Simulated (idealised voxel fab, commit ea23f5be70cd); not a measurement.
process module | voxel self aligned contacts
cross-section cut | 230 nm wide | cells 5 nm
A cross-section is a grid of square cells, given in bands from the top down. A band is one or more rows of cells.
Each band's line starts with the height of the band's top and of its bottom, in nm. Then come its materials from left to right, each with its width in nm. One material with "throughout" fills the band from edge to edge. "air" is empty space.
Height 0 is the level under which the wafer as received is all one material. The lowest band goes on downwards, as in "0 down".
A width such as "30 to 40" changes by the same amount from each row of cells to the next, from the band's top row to its bottom row.
"no change" after a step means that no cell of the cross-section changed.
closed voids: empty space of 8 cells or more with no open way to the top, each as width x height at its distance from the left edge, in nm
after a step's settings: what the simulator itself notes on the step
overlay nm, on a step with a mask: how far to the right of its planned place the mask lay; to the left if negative
plan
1 op RECEIVE | material Si
2 op OXIDIZE | depth nm 5
3 op DIRECTIONAL_DEP | material polySi | thk nm 20
4 op DIRECTIONAL_DEP | material SiN | thk nm 25
5 op PATTERN | tone cover | mask id GATE | material resist | width nm 35 | pitch nm 70 | thk nm 15 | overlay nm 0
6 op DIRECTIONAL_ETCH | etch materials SiN | depth nm 25
7 op DIRECTIONAL_ETCH | etch materials polySi | depth nm 20
8 op STRIP | etch materials resist
9 op CONFORMAL_DEP | material SiN | thk nm 10
10 op DIRECTIONAL_ETCH | etch materials SiN | depth nm 10
11 op FILL_DEP | material SiO2 | thk nm 10
12 op CMP | height nm 50
13 op DIRECTIONAL_DEP | material aC | thk nm 15
14 op PATTERN | tone open | mask id CONTACT | material resist | width nm 55 | pitch nm 70 | thk nm 35 | overlay nm 0
15 op DIRECTIONAL_ETCH | etch materials aC | depth nm 15
16 op STRIP | etch materials resist
17 op DIRECTIONAL_ETCH | etch materials SiO2 | depth nm 55
18 op STRIP | etch materials aC
19 op CONFORMAL_DEP | material TiN | thk nm 5
20 op FILL_DEP | material W | thk nm 5
21 op CMP | height nm 50
22 op CONFORMAL_DEP | material SiN | thk nm 5
as received, after step 1
  0 down: Si throughout
  closed voids: none
a wafer at the end: this start, this plan, one mistake
  55 to 50: SiN throughout
  50 to 45: SiO2 50 | TiN 25 | W 5 | TiN 25 | SiO2 15 | TiN 25 | W 5 | TiN 25 | SiO2 55
  45 to 30: SiO2 15 | SiN 10 | polySi 35 | SiN 10 | TiN 5 | W 5 | TiN 5 | SiN 10 | polySi 35 | SiN 10 | TiN 5 | W 5 | TiN 5 | SiN 10 | polySi 35 | SiN 10 | SiO2 20
  30 to 25: SiO2 15 | SiN 10 | polySi 35 | SiN 10 | TiN 15 | SiN 10 | polySi 35 | SiN 10 | TiN 15 | SiN 10 | polySi 35 | SiN 10 | SiO2 20
  25 to 0: SiN throughout
  0 to -5: SiO2 throughout
  -5 down: Si throughout
  closed voids: none
what went wrong: steps 3 and 4 were swapped
